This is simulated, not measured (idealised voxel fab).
The name of this process module is voxel ribs on slabs.
Section shown: cut. Width: 215 nm. Cell size: 5 nm, square.
For the purposes of this document, a cross-section shall be understood as a grid of square cells, specified as bands listed in top-to-bottom order, each band consisting of one or more rows of cells. The entry gives the band's vertical extent as a top height and a bottom height in nm, then its horizontal make-up as materials from left to right, each with a width in nm. "air" stands for empty space; a single material marked "throughout" fills the band edge to edge. Height 0 is the level under which the wafer as received is all one material. The lowest band goes on downwards, as in "0 down". A two-number width, for instance "30..40", indicates that the width is equal to the first number in the top row of the band and to the second number in the bottom row, and that it changes by a constant amount per row of cells. Given "nothing got changed" for a step, no cell of the cross-section differs between before and after that step. You'll see "Closed-off voids" listing empty spaces that have no way open to the top, as long as they're 8 cells or more; the notation is width x height at distance, where the distance is from the left edge, and all of it is in nm. On each step's line, the part that comes after the settings is the simulator's own comment on the step. On any step carrying a mask, the "overlay nm" setting, if present on the step's line, tells how far right of its planned place the mask lay; negative values point to the left.

**The following list gives the planned process steps**
| 1 | op RECEIVE | material Si |
| 2 | op DIRECTIONAL_DEP | material SiO2 | thk nm 30 |
| 3 | op DIRECTIONAL_DEP | material polySi | thk nm 25 |
| 4 | op DIRECTIONAL_DEP | material aC | thk nm 15 |
| 5 | op PATTERN | tone cover | mask id RIB | material resist | width nm 15 | thk nm 35 | overlay nm 0 |
| 6 | op DIRECTIONAL_ETCH | etch materials aC | depth nm 15 |
| 7 | op STRIP | etch materials resist |
| 8 | op DIRECTIONAL_ETCH | etch materials polySi | depth nm 20 |
| 9 | op STRIP | etch materials aC |
| 10 | op DIRECTIONAL_DEP | material aC | thk nm 10 |
| 11 | op PATTERN | tone cover | mask id SLAB | material resist | width nm 45 | thk nm 30 | overlay nm 0 |
| 12 | op DIRECTIONAL_ETCH | etch materials aC | depth nm 10 |
| 13 | op STRIP | etch materials resist |
| 14 | op DIRECTIONAL_ETCH | etch materials polySi | depth nm 5 |
| 15 | op STRIP | etch materials aC |
| 16 | op FILL_DEP | material SiO2 | thk nm 25 |
| 17 | op CMP | height nm 70 |
| 18 | op DIRECTIONAL_DEP | material W | thk nm 5 |
| 19 | op MASKED_ETCH | tone cover | mask id HEATER | width nm 25 | etch materials W | depth nm 5 | overlay nm 0 |
| 20 | op CONFORMAL_DEP | material SiN | thk nm 5 |
The wafers in this document start out alike and differ in the width nm applied at step 11; the plan shows the value used for the first wafer.

**After step 1, as received: first of several wafers, cross-section**
    0 down  Si throughout
    Closed-off voids: none

**The cross-section of the first of several wafers is given below for the end of the module, after its final step, step 20**
    80 to 75  air 90 nm, then SiN 35 nm, then air 90 nm
    75 to 70  SiN 95 nm, then W 25 nm, then SiN 95 nm
    70 to 55  SiO2 throughout
    55 to 35  SiO2 100 nm, then polySi 15 nm, then SiO2 100 nm
    35 to 30  SiO2 85 nm, then polySi 45 nm, then SiO2 85 nm
    30 to 0  SiO2 throughout
    0 down  Si throughout
    Closed-off voids: none

**Last-wafer cross-section at the end of the module**
    80 to 75  air 90 nm, then SiN 35 nm, then air 90 nm
    75 to 70  SiN 95 nm, then W 25 nm, then SiN 95 nm
    70 to 55  SiO2 throughout
    55 to 35  SiO2 100 nm, then polySi 15 nm, then SiO2 100 nm
    35 to 30  SiO2 75 nm, then polySi 70 nm, then SiO2 70 nm
    30 to 0  SiO2 throughout
    0 down  Si throughout
    Closed-off voids: none

**The table below has one row for each wafer; a row shows, as of the end of the module, how many cells of each material the wafer has gained, marked (+), or lost, marked (-), since it was received, and then the wafer's closed voids**
width nm 45; +45 SiN; +581 SiO2; +5 W; +21 polySi; Closed-off voids: none
width nm 50; +45 SiN; +580 SiO2; +5 W; +22 polySi; Closed-off voids: none
width nm 55; +45 SiN; +579 SiO2; +5 W; +23 polySi; Closed-off voids: none
width nm 60; +45 SiN; +578 SiO2; +5 W; +24 polySi; Closed-off voids: none
width nm 65; +45 SiN; +577 SiO2; +5 W; +25 polySi; Closed-off voids: none
width nm 70; +45 SiN; +576 SiO2; +5 W; +26 polySi; Closed-off voids: none
